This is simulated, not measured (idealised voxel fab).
Process module heading - voxel transistor to metal
Square cell edge 5 nm, section width 180 nm, ID cut.
Reading order for cross-sections: top band down to bottom band. Underlying form: a grid of square cells. Band size: one or more rows of cells.
A band entry consists of two parts. The first gives the height of the band's top and the height of its bottom, in nm. The rest lists the band's materials from left to right, each with its width in nm. A single material labelled with the word "full width" fills the band from edge to edge, and the word "empty" marks empty space.
Counting heights begins at 0, where everything beneath is, in the wafer as received, one material. The lowest band has no bottom; it goes on downwards, as "0 and below" shows.
It should be noted that a width expressed as "30 to 40" varies in equal increments from row to row of cells within the band, taking the value of the first number at the top row and that of the second number at the bottom row.
Where the words "no change occurred" appear for a step, the cross-section shows no cell changed by that step; every cell remained as before.
"Cavities, sealed": sealed empty spaces, 8 cells or more, no open way to top, listed width x height at distance, with distance from the left edge and width, height and distance in nm.
It should be noted that, on the line of a given step, the content following the step's settings is a remark produced by the simulator itself with respect to that step.
When a step includes a mask, the "overlay nm" setting on its line states how far to the right of its planned place that mask lay, and negative values state how far to the left.

### The process steps that were planned are listed below
1) RECEIVE [material Si]
2) OXIDIZE [depth nm 5]
3) CONFORMAL_DEP [material SiN] [thk nm 10]
4) PATTERN [tone cover] [mask id ACTIVE] [material resist] [width nm 95] [thk nm 15] [overlay nm 0]
5) DIRECTIONAL_ETCH [etch materials SiN] [depth nm 10]
6) DIRECTIONAL_ETCH [etch materials SiO2] [depth nm 5]
7) DIRECTIONAL_ETCH [etch materials Si] [depth nm 25]
8) STRIP [etch materials resist]
9) OXIDIZE [depth nm 5]
10) FILL_DEP [material SiO2] [thk nm 15]
11) CMP [height nm 10]
12) SELECTIVE_ETCH [etch materials SiO2] [depth nm 5]
13) STRIP [etch materials SiN]
14) SELECTIVE_ETCH [etch materials SiO2] [depth nm 5]
15) OXIDIZE [depth nm 5]
16) DIRECTIONAL_DEP [material polySi] [thk nm 20]
17) DIRECTIONAL_DEP [material SiCN] [thk nm 10]
18) MASKED_ETCH [tone cover] [mask id GATE] [width nm 15] [etch materials SiCN] [depth nm 20] [overlay nm 0]
19) MASKED_ETCH [tone cover] [mask id GATE] [width nm 15] [etch materials polySi] [depth nm 30] [overlay nm 0]
20) CONFORMAL_DEP [material SiO2] [thk nm 5]
21) DIRECTIONAL_ETCH [etch materials SiO2] [depth nm 5]
22) CONFORMAL_DEP [material SiN] [thk nm 10]
23) DIRECTIONAL_ETCH [etch materials SiN] [depth nm 10]
24) DIRECTIONAL_ETCH [etch materials SiO2] [depth nm 5]
25) DIRECTIONAL_ETCH [etch materials Si] [depth nm 15]
26) EPI [material nSi] [thk nm 20]
27) FILL_DEP [material SiO2] [thk nm 5]
28) CMP [height nm 25]
29) DIRECTIONAL_DEP [material SiO2] [thk nm 10]
30) PATTERN [tone open] [mask id CONTACT] [material resist] [width nm 25] [pitch nm 50] [thk nm 15] [overlay nm 0]
31) DIRECTIONAL_ETCH [etch materials SiO2] [depth nm 25]
32) STRIP [etch materials resist]
33) CONFORMAL_DEP [material TiN] [thk nm 5]
34) FILL_DEP [material Ru] [thk nm 5]
35) CMP [height nm 35]
36) CONFORMAL_DEP [material SiN] [thk nm 5]
37) DIRECTIONAL_DEP [material lowk] [thk nm 20]
38) PATTERN [tone open] [mask id METAL_1] [material resist] [width nm 15] [pitch nm 60] [thk nm 20] [overlay nm 0]
39) DIRECTIONAL_ETCH [etch materials lowk] [depth nm 20]
40) DIRECTIONAL_ETCH [etch materials SiN] [depth nm 5]
41) STRIP [etch materials resist]
42) CONFORMAL_DEP [material TiN] [thk nm 5]
43) FILL_DEP [material W] [thk nm 5]
44) CMP [height nm 60]
45) CONFORMAL_DEP [material SiCN] [thk nm 5]

### Step 1 complete: cross-section of the wafer as received
  0 and below: Si full width
  Cavities, sealed: none

### Module complete - cross-section of the first of two wafers, run according to plan
  65 down to 60: SiCN full width
  60 down to 40: lowk 50, TiN 5, W 5, TiN 5, lowk 45, TiN 5, W 5, TiN 5, lowk 55
  40 down to 35: SiN 50, TiN 15, SiN 45, TiN 15, SiN 55
  35 down to 25: SiO2 50, TiN 5, Ru 15 to 5, TiN 5 to 15, SiO2 25, TiN 5 to 15, Ru 15 to 5, TiN 5, SiO2 55
  25 down to 15: SiO2 50, TiN 5, Ru 5, TiN 5, SiN 10, SiO2 5, SiCN 15, SiO2 5, SiN 10, TiN 5, Ru 5, TiN 5, SiO2 55
  15 down to 10: SiO2 50, TiN 15, SiN 10, SiO2 5, polySi 15, SiO2 5, SiN 10, TiN 15, SiO2 55
  10 down to 0: SiO2 40, nSi 25, SiN 10, SiO2 5, polySi 15, SiO2 5, SiN 10, nSi 25, SiO2 45
  0 down to -5: SiO2 40, SiN 10, nSi 15, SiN 10, SiO2 5, polySi 15, SiO2 5, SiN 10, nSi 15, SiN 10, SiO2 45
  -5 down to -10: SiO2 50, nSi 15, SiO2 45, nSi 15, SiO2 55
  -10 down to -25: SiO2 45, Si 5, nSi 15, Si 45, nSi 15, Si 5, SiO2 50
  -25 down to -35: SiO2 45, Si 85, SiO2 50
  -35 and below: Si full width
  Cavities, sealed: none

### Cross-sectional image of the second wafer of the two following completion of the module. Starting state and process plan were the same as for the first wafer; one execution error occurred
  65 down to 60: SiCN full width
  60 down to 40: lowk 50, TiN 5, W 5, TiN 5, lowk 45, TiN 5, W 5, TiN 5, lowk 55
  40 down to 35: SiN 50, TiN 15, SiN 45, TiN 15, SiN 55
  35 down to 25: SiO2 50, TiN 5, Ru 15 to 5, TiN 5 to 15, SiO2 25, TiN 5 to 15, Ru 15 to 5, TiN 5, SiO2 55
  25 down to 15: SiO2 50, TiN 5, Ru 5, TiN 5, SiN 10, SiO2 5, polySi 15, SiO2 5, SiN 10, TiN 5, Ru 5, TiN 5, SiO2 55
  15 down to 10: SiO2 50, TiN 15, SiO2 45, TiN 15, SiO2 55
  10 down to 0: SiO2 40, SiN 95, SiO2 45
  0 down to -5: SiO2 full width
  -5 down to -35: SiO2 45, Si 85, SiO2 50
  -35 and below: Si full width
  Cavities, sealed: none
Against the plan, the run slipped here: step 11 of the plan never got run, it was skipped over
Heads up, by the end the second wafer has more or fewer cells of some materials compared to the first: Si +35; SiCN -6; SiN +18; SiO2 +9; nSi -50; polySi -6
